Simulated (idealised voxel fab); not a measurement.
Herein follows the process module entitled voxel double patterning.
cross-section cut | 255 nm wide | cells 5 nm
Cross-section, as written here: a square-cell grid given band by band from the top down, where a band holds one or more rows of cells. Heads up on the band format: heights come first, top then bottom, in nm. After that it's the materials left to right, each with its width in nm. A single material flagged "all across" fills the whole band edge to edge, and "air" means there's empty space there. It should be noted that heights are counted from 0, beneath which the wafer as supplied is of one material throughout, and that the lowest band possesses no lower boundary but continues downward, as written in "z 0 and below". Width: "30 to 40" (first number = top row, second number = bottom row, same change from row to row of cells). The cross-section has no changed cell in any step marked "nothing different". Reported under the label "Cavities, sealed" are the empty spaces having no open way to the top and comprising 8 cells or more; the notation for each is width x height at distance, in which the distance is measured from the left edge and all three values are in nm. Past the settings on a step's line: simulator remark, on that step. The setting "overlay nm" may be written on the line of a step. When the step uses a mask, the value reports how far to the right of the planned place the mask lay, and a negative value reports that it lay to the left.

[Planned step list for the process]
1. RECEIVE: material Si
2. CONFORMAL_DEP: material SiO2, thk nm 10
3. DIRECTIONAL_DEP: material W, thk nm 15
4. DIRECTIONAL_DEP: material SiCN, thk nm 5
5. DIRECTIONAL_DEP: material aC, thk nm 15
6. PATTERN: tone open, mask id FIRST, material resist, width nm 15, pitch nm 50, thk nm 30, overlay nm 0
7. DIRECTIONAL_ETCH: etch materials aC, depth nm 15
8. STRIP: etch materials resist
9. DIRECTIONAL_ETCH: etch materials SiCN, depth nm 5
10. STRIP: etch materials aC
11. PATTERN: tone open, mask id SECOND, material resist, width nm 15, pitch nm 50, thk nm 15, overlay nm 0
12. DIRECTIONAL_ETCH: etch materials SiCN, depth nm 5
13. STRIP: etch materials resist
14. DIRECTIONAL_ETCH: etch materials W, depth nm 15
15. STRIP: etch materials SiCN

[Wafer as received: cross-section following step 1]
	z 0 and below  Si all across
	Cavities, sealed: none

[The first of the two wafers as seen in cross-section once the module was finished; processing followed the plan]
	z 25 to 10  70 W, then 15 air, then 10 W, then 15 air, then 10 W, then 15 air, then 10 W, then 15 air, then 10 W, then 15 air, then 70 W
	z 10 to 0  SiO2 all across
	z 0 and below  Si all across
	Cavities, sealed: none

[Here's the second of our two wafers sectioned at module end. Same start as the first, same plan, but one mistake got made running it]
	z 40 to 25  70 W, then 15 air, then 10 W, then 15 air, then 10 W, then 15 air, then 10 W, then 15 air, then 10 W, then 15 air, then 70 W
	z 25 to 10  W all across
	z 10 to 0  SiO2 all across
	z 0 and below  Si all across
	Cavities, sealed: none
What was done differently from what was planned? plan step 3 was conducted twice
Counted in cells at the end, the second wafer holds more or fewer of these materials than the first: W +153
